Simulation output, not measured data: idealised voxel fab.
This is a process module. Its name is voxel wiring stack.
We display cut, a cross-section 290 nm in width whose square cells are each 5 nm.
A cross-section is a grid of square cells, given in bands from the top down. A band is one or more rows of cells. This entry defines a band. It first specifies the height of the band's top and the height of its bottom in nm, and then specifies the band's materials from left to right, stating each material with its width in nm. The word "edge to edge" identifies a single material that fills the band from edge to edge, while the word "empty" identifies empty space. Heights are measured from 0, the level below which the as-received wafer is all one material; the lowest band has no bottom and continues downward, written as in "0 down". It should be noted that a width expressed as "30->40" varies in equal increments from row to row of cells within the band, taking the value of the first number at the top row and that of the second number at the bottom row. A step reported as "nothing changed" is a step in which no cell of the cross-section changed. Empty spaces counting at least 8 cells and having no open way to the top are listed in "Completely sealed voids". The notation width x height at distance is used for each, the distance being from the left edge and all three values in nm. The remark found on a step's line after its settings is issued by the simulator itself and pertains to that step. The line of a step may include "overlay nm". On a step with a mask, this value is how far to the right of its planned place the mask lay. A negative value means the mask lay to the left.

[The steps planned for the process are as follows]
step 1: RECEIVE: material Si
step 2: CONFORMAL_DEP: material SiO2, thk nm 15
step 3: DIRECTIONAL_DEP: material TiN, thk nm 5
step 4: DIRECTIONAL_DEP: material W, thk nm 15
step 5: DIRECTIONAL_DEP: material aC, thk nm 10
step 6: PATTERN: tone cover, mask id METAL_1, material resist, width nm 25, pitch nm 50, thk nm 25, overlay nm 0
step 7: DIRECTIONAL_ETCH: etch materials aC, depth nm 10
step 8: STRIP: etch materials resist
step 9: DIRECTIONAL_ETCH: etch materials W, depth nm 15
step 10: DIRECTIONAL_ETCH: etch materials TiN, depth nm 5
step 11: STRIP: etch materials aC
step 12: FILL_DEP: material SiO2, thk nm 5
step 13: CMP: height nm 35
step 14: CONFORMAL_DEP: material SiCN, thk nm 5
step 15: DIRECTIONAL_DEP: material SiO2, thk nm 20
step 16: MASKED_ETCH: tone open, mask id PLUG_1, width nm 15, etch materials SiO2, depth nm 20, overlay nm 0
step 17: MASKED_ETCH: tone open, mask id PLUG_1, width nm 15, etch materials SiCN, depth nm 5, overlay nm 0
step 18: EPI: material Ru, thk nm 10
step 19: EPI: material Ru, thk nm 10
step 20: EPI: material Ru, thk nm 5
step 21: CONFORMAL_DEP: material SiCN, thk nm 5
step 22: DIRECTIONAL_DEP: material lowk, thk nm 25
step 23: PATTERN: tone open, mask id METAL_2, material resist, width nm 15, pitch nm 50, thk nm 20, overlay nm 0
step 24: DIRECTIONAL_ETCH: etch materials lowk, depth nm 25
step 25: DIRECTIONAL_ETCH: etch materials SiCN, depth nm 5
step 26: STRIP: etch materials resist
step 27: CONFORMAL_DEP: material TiN, thk nm 5
step 28: FILL_DEP: material Ru, thk nm 5
step 29: CMP: height nm 90
step 30: EPI: material Ru, thk nm 5
step 31: FILL_DEP: material SiCN, thk nm 5
step 32: DIRECTIONAL_DEP: material SiO2, thk nm 20
step 33: DIRECTIONAL_DEP: material aC, thk nm 10
step 34: PATTERN: tone open, mask id PLUG_2, material resist, width nm 15, pitch nm 50, thk nm 25, overlay nm 0
step 35: DIRECTIONAL_ETCH: etch materials aC, depth nm 10
step 36: STRIP: etch materials resist
step 37: DIRECTIONAL_ETCH: etch materials SiO2, depth nm 20
step 38: DIRECTIONAL_ETCH: etch materials SiCN, depth nm 5
step 39: STRIP: etch materials aC
step 40: EPI: material Ru, thk nm 10
step 41: EPI: material Ru, thk nm 10
step 42: EPI: material Ru, thk nm 5
step 43: CONFORMAL_DEP: material SiCN, thk nm 5
step 44: DIRECTIONAL_DEP: material SiO2, thk nm 25
step 45: DIRECTIONAL_DEP: material aC, thk nm 15
step 46: PATTERN: tone open, mask id METAL_3, material resist, width nm 25, pitch nm 50, thk nm 35, overlay nm 0
step 47: DIRECTIONAL_ETCH: etch materials aC, depth nm 15
step 48: STRIP: etch materials resist
step 49: DIRECTIONAL_ETCH: etch materials SiO2, depth nm 25
step 50: DIRECTIONAL_ETCH: etch materials SiCN, depth nm 5
step 51: STRIP: etch materials aC
step 52: CONFORMAL_DEP: material TiN, thk nm 5
step 53: FILL_DEP: material Cu, thk nm 5
step 54: CMP: height nm 150
step 55: CONFORMAL_DEP: material SiN, thk nm 5
The value of width nm given for step 23 in the plan refers to the first wafer; the wafers vary in this setting and are alike at the start.

[Cross-section of the first of several received wafers, showing its state after step 1]
> 0 down  Si edge to edge
> Completely sealed voids: none

[Where each wafer stands at the end of the module, a row apiece: cells of each material gained (+) or lost (-) since it was received, then closed voids]
width nm 15; +30 Cu; +65 Ru; +255 SiCN; +58 SiN; +1034 SiO2; +66 TiN; +30 W; +260 lowk; Completely sealed voids: none
width nm 20; +30 Cu; +77 Ru; +251 SiCN; +58 SiN; +1034 SiO2; +68 TiN; +30 W; +250 lowk; Completely sealed voids: none
width nm 25; +30 Cu; +89 Ru; +247 SiCN; +58 SiN; +1034 SiO2; +70 TiN; +30 W; +240 lowk; Completely sealed voids: none
width nm 30; +30 Cu; +101 Ru; +243 SiCN; +58 SiN; +1034 SiO2; +72 TiN; +30 W; +230 lowk; Completely sealed voids: none
width nm 35; +30 Cu; +113 Ru; +239 SiCN; +58 SiN; +1034 SiO2; +74 TiN; +30 W; +220 lowk; Completely sealed voids: none
